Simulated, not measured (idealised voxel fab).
This is a process module. Its name is voxel capacitor over wiring.
The figure presents cross-section cut, which has a width of 225 nm and is divided into square cells with an edge length of 5 nm.
When this document writes out a cross-section, it uses a grid of square cells and lists it as bands, beginning at the top and moving down, with a band standing for one or more rows of cells.
Top, bottom (nm), then materials left to right with widths (nm); lone material tagged "throughout" fills the whole band edge to edge; "empty" = empty space.
Heights are expressed relative to 0, this being the level below which the as-received wafer comprises one material exclusively. The lowest band is unbounded in the downward direction and is denoted as in "0 -> down".
The notation "30..40" denotes a width that varies across the rows of cells in the band, beginning at the first number in the top row, finishing at the second number in the bottom row, and changing by an identical amount from each row to the next.
What does "identical to before" mean for a step? It means no cell of the cross-section changed in that step.
Any empty space of 8 cells or more lacking an open way to the top shows up in "Sealed void inventory" as width x height at distance, distance from the left edge, in nm.
Anything after a step's settings on that line? It's the simulator's own note about the step.
overlay nm: for a step with a mask, the amount by which the mask lay right of where it was planned; a negative amount means left of it.

-- The following list gives the planned process steps
step 1: RECEIVE,material Si
step 2: CONFORMAL_DEP,material SiO2,thk nm 15
step 3: CONFORMAL_DEP,material SiCN,thk nm 5
step 4: DIRECTIONAL_DEP,material SiO2,thk nm 20
step 5: MASKED_ETCH,tone open,mask id METAL_1,width nm 30,pitch nm 90,etch materials SiO2,depth nm 20,overlay nm 0
step 6: MASKED_ETCH,tone open,mask id METAL_1,width nm 30,pitch nm 90,etch materials SiCN,depth nm 5,overlay nm 0
step 7: CONFORMAL_DEP,material TiN,thk nm 5
step 8: FILL_DEP,material Cu,thk nm 10
step 9: CMP,height nm 40
step 10: CONFORMAL_DEP,material SiCN,thk nm 5
step 11: DIRECTIONAL_DEP,material lowk,thk nm 15
step 12: DIRECTIONAL_DEP,material aC,thk nm 10
step 13: PATTERN,tone open,mask id PLUG_1,material resist,width nm 15,thk nm 30,overlay nm 0
step 14: DIRECTIONAL_ETCH,etch materials aC,depth nm 10
step 15: STRIP,etch materials resist
step 16: DIRECTIONAL_ETCH,etch materials lowk,depth nm 15
step 17: DIRECTIONAL_ETCH,etch materials SiCN,depth nm 5
step 18: STRIP,etch materials aC
step 19: CONFORMAL_DEP,material TiN,thk nm 5
step 20: FILL_DEP,material Ru,thk nm 5
step 21: CMP,height nm 60
step 22: DIRECTIONAL_DEP,material TiN,thk nm 5
step 23: DIRECTIONAL_DEP,material SiN,thk nm 5
step 24: DIRECTIONAL_DEP,material TiN,thk nm 5
step 25: DIRECTIONAL_DEP,material aC,thk nm 10
step 26: PATTERN,tone cover,mask id UPPER_PLATE,material resist,width nm 65,thk nm 25,overlay nm 0
step 27: DIRECTIONAL_ETCH,etch materials aC,depth nm 10
step 28: STRIP,etch materials resist
step 29: DIRECTIONAL_ETCH,etch materials TiN,depth nm 5
step 30: DIRECTIONAL_ETCH,etch materials SiN,depth nm 5
step 31: STRIP,etch materials aC
step 32: MASKED_ETCH,tone cover,mask id LOWER_PLATE,width nm 75,etch materials TiN,depth nm 5,overlay nm 0
step 33: FILL_DEP,material SiO2,thk nm 20
step 34: CMP,height nm 90
step 35: PATTERN,tone open,mask id PLUG_2,material resist,width nm 15,thk nm 20,overlay nm 0
step 36: DIRECTIONAL_ETCH,etch materials SiO2,depth nm 15
step 37: STRIP,etch materials resist
step 38: CONFORMAL_DEP,material TiN,thk nm 5
step 39: FILL_DEP,material Ru,thk nm 5
step 40: CMP,height nm 90
step 41: CONFORMAL_DEP,material SiCN,thk nm 5

-- The cross-section here shows the wafer as received, i.e. in its state after step 1
* 0 -> down: Si throughout
* Sealed void inventory: none

-- Starting structure and process plan are as shown above, but one mistake was made in running the module; the wafer cross-section at the end of the module follows
* 95 -> 90: SiCN throughout
* 90 -> 80: 75 SiO2 / 5 TiN / 5 Ru / 5 TiN / 135 SiO2
* 80 -> 70: 75..65 SiO2 / 15..65 TiN / 135..95 SiO2
* 70 -> 65: 65 SiO2 / 65 SiN / 95 SiO2
* 65 -> 60: 60 SiO2 / 75 TiN / 90 SiO2
* 60 -> 45: 65 lowk / 5 TiN / 5 Ru / 5 TiN / 145 lowk
* 45 -> 40: 65 SiCN / 15 TiN / 145 SiCN
* 40 -> 35: 50 SiO2 / 5 TiN / 20 Cu / 5 TiN / 60 SiO2 / 5 TiN / 20 Cu / 5 TiN / 55 SiO2
* 35 -> 30: 50 SiCN / 30 TiN / 60 SiCN / 30 TiN / 55 SiCN
* 30 -> 0: SiO2 throughout
* 0 -> down: Si throughout
* Sealed void inventory: none
What went wrong in running the wafer? regarding the plan, step 2 was run twice
